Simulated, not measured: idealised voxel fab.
process module | voxel wiring stack
cross-section cut | 265 nm wide | cells 5 nm
A cross-section is a grid of square cells, given in bands from the top down. A band is one or more rows of cells.
Each band's line starts with the height of the band's top and of its bottom, in nm. Then come its materials from left to right, each with its width in nm. One material with "throughout" fills the band from edge to edge. "air" is empty space.
Height 0 is the level under which the wafer as received is all one material. The lowest band goes on downwards, as in "0 down".
A width such as "30 to 40" changes by the same amount from each row of cells to the next, from the band's top row to its bottom row.
"no change" after a step means that no cell of the cross-section changed.
closed voids: empty space of 8 cells or more with no open way to the top, each as width x height at its distance from the left edge, in nm
after a step's settings: what the simulator itself notes on the step
overlay nm, on a step with a mask: how far to the right of its planned place the mask lay; to the left if negative
plan
1 op RECEIVE | material Si
2 op CONFORMAL_DEP | material SiO2 | thk nm 15
3 op DIRECTIONAL_DEP | material TiN | thk nm 5
4 op DIRECTIONAL_DEP | material Ru | thk nm 25
5 op MASKED_ETCH | tone cover | mask id METAL_1 | width nm 25 | pitch nm 45 | etch materials Ru | depth nm 25 | overlay nm 0
6 op MASKED_ETCH | tone cover | mask id METAL_1 | width nm 25 | pitch nm 45 | etch materials TiN | depth nm 5 | overlay nm 0
7 op CONFORMAL_DEP | material SiN | thk nm 5
8 op FILL_DEP | material SiO2 | thk nm 5
9 op CMP | height nm 45
10 op CONFORMAL_DEP | material SiCN | thk nm 5
11 op DIRECTIONAL_DEP | material lowk | thk nm 30
12 op MASKED_ETCH | tone open | mask id METAL_2 | width nm 25 | pitch nm 45 | etch materials lowk | depth nm 15 | overlay nm 0
13 op DIRECTIONAL_DEP | material aC | thk nm 10
14 op PATTERN | tone open | mask id METAL_2_HOLES | material resist | width nm 15 | pitch nm 45 | thk nm 30 | overlay nm 0
15 op DIRECTIONAL_ETCH | etch materials aC | depth nm 10
16 op STRIP | etch materials resist
17 op DIRECTIONAL_ETCH | etch materials lowk | depth nm 15
18 op DIRECTIONAL_ETCH | etch materials SiCN | depth nm 5
19 op STRIP | etch materials aC
20 op CONFORMAL_DEP | material TiN | thk nm 5
21 op FILL_DEP | material Cu | thk nm 5
22 op CMP | height nm 80
23 op CONFORMAL_DEP | material SiCN | thk nm 5
24 op DIRECTIONAL_DEP | material SiO2 | thk nm 25
25 op MASKED_ETCH | tone open | mask id METAL_3_HOLES | width nm 15 | pitch nm 45 | etch materials SiO2 | depth nm 25 | overlay nm 0
26 op DIRECTIONAL_DEP | material aC | thk nm 15
27 op PATTERN | tone open | mask id METAL_3 | material resist | width nm 25 | pitch nm 45 | thk nm 35 | overlay nm 0
28 op DIRECTIONAL_ETCH | etch materials aC | depth nm 15
29 op STRIP | etch materials resist
30 op DIRECTIONAL_ETCH | etch materials SiO2 | depth nm 15
31 op DIRECTIONAL_ETCH | etch materials SiCN | depth nm 5
32 op STRIP | etch materials aC
33 op CONFORMAL_DEP | material TiN | thk nm 5
34 op FILL_DEP | material Cu | thk nm 5
35 op CMP | height nm 110
36 op CONFORMAL_DEP | material SiCN | thk nm 5
37 op DIRECTIONAL_DEP | material lowk | thk nm 30
38 op MASKED_ETCH | tone open | mask id METAL_4 | width nm 25 | pitch nm 45 | etch materials lowk | depth nm 20 | overlay nm 0
39 op PATTERN | tone open | mask id METAL_4_HOLES | material resist | width nm 15 | pitch nm 45 | thk nm 15 | overlay nm 0
40 op DIRECTIONAL_ETCH | etch materials lowk | depth nm 10
41 op DIRECTIONAL_ETCH | etch materials SiCN | depth nm 5
42 op STRIP | etch materials resist
43 op CONFORMAL_DEP | material TiN | thk nm 5
44 op FILL_DEP | material Cu | thk nm 10
45 op CMP | height nm 145
46 op CONFORMAL_DEP | material SiN | thk nm 5
as received, after step 1
  0 down: Si throughout
  closed voids: none
a wafer at the end: this start, this plan, one mistake
  150 to 145: SiN throughout
  145 to 140: Cu throughout
  140 to 135: TiN 80 | Cu 15 | TiN 30 | Cu 15 | TiN 30 | Cu 15 | TiN 80
  135 to 130: lowk 75 | TiN 5 | Cu 15 | TiN 5 | lowk 20 | TiN 5 | Cu 15 | TiN 5 | lowk 20 | TiN 5 | Cu 15 | TiN 5 | lowk 75
  130 to 125: lowk 75 | TiN 25 | lowk 20 | TiN 25 | lowk 20 | TiN 25 | lowk 75
  125 to 115: lowk 90 | TiN 10 | lowk 35 | TiN 10 | lowk 35 | TiN 10 | lowk 75
  115 to 110: SiCN 90 | TiN 10 | SiCN 35 | TiN 10 | SiCN 35 | TiN 10 | SiCN 75
  110 to 100: SiO2 75 | TiN 5 | Cu 15 | TiN 5 | SiO2 20 | TiN 5 | Cu 15 | TiN 5 | SiO2 20 | TiN 5 | Cu 15 | TiN 5 | SiO2 75
  100 to 95: SiO2 75 | TiN 5 | Cu 5 | TiN 15 | SiO2 20 | TiN 5 | Cu 5 | TiN 15 | SiO2 20 | TiN 5 | Cu 5 | TiN 15 | SiO2 75
  95 to 85: SiO2 75 | TiN 5 | Cu 5 | TiN 5 | SiO2 30 | TiN 5 | Cu 5 | TiN 5 | SiO2 30 | TiN 5 | Cu 5 | TiN 5 | SiO2 85
  85 to 80: SiCN 75 | TiN 15 | SiCN 30 | TiN 15 | SiCN 30 | TiN 15 | SiCN 85
  80 to 70: lowk 75 | TiN 5 | Cu 15 | TiN 5 | lowk 20 | TiN 5 | Cu 15 | TiN 5 | lowk 20 | TiN 5 | Cu 15 | TiN 5 | lowk 75
  70 to 65: lowk 75 | TiN 5 | Cu 5 | TiN 15 | lowk 20 | TiN 5 | Cu 5 | TiN 15 | lowk 20 | TiN 5 | Cu 5 | TiN 15 | lowk 75
  65 to 50: lowk 75 | TiN 5 | Cu 5 | TiN 5 | lowk 30 | TiN 5 | Cu 5 | TiN 5 | lowk 30 | TiN 5 | Cu 5 | TiN 5 | lowk 85
  50 to 45: SiCN 75 | TiN 15 | SiCN 30 | TiN 15 | SiCN 30 | TiN 15 | SiCN 85
  45 to 20: SiO2 70 | SiN 5 | Ru 25 | SiN 5 | SiO2 10 | SiN 5 | Ru 25 | SiN 5 | SiO2 10 | SiN 5 | Ru 25 | SiN 5 | SiO2 70
  20 to 15: SiN 75 | TiN 25 | SiN 20 | TiN 25 | SiN 20 | TiN 25 | SiN 75
  15 to 0: SiO2 throughout
  0 down: Si throughout
  closed voids: none
what went wrong: step 39 ran as: op PATTERN | tone cover | mask id METAL_4_HOLES | material resist | width nm 15 | pitch nm 45 | thk nm 15 | overlay nm 0
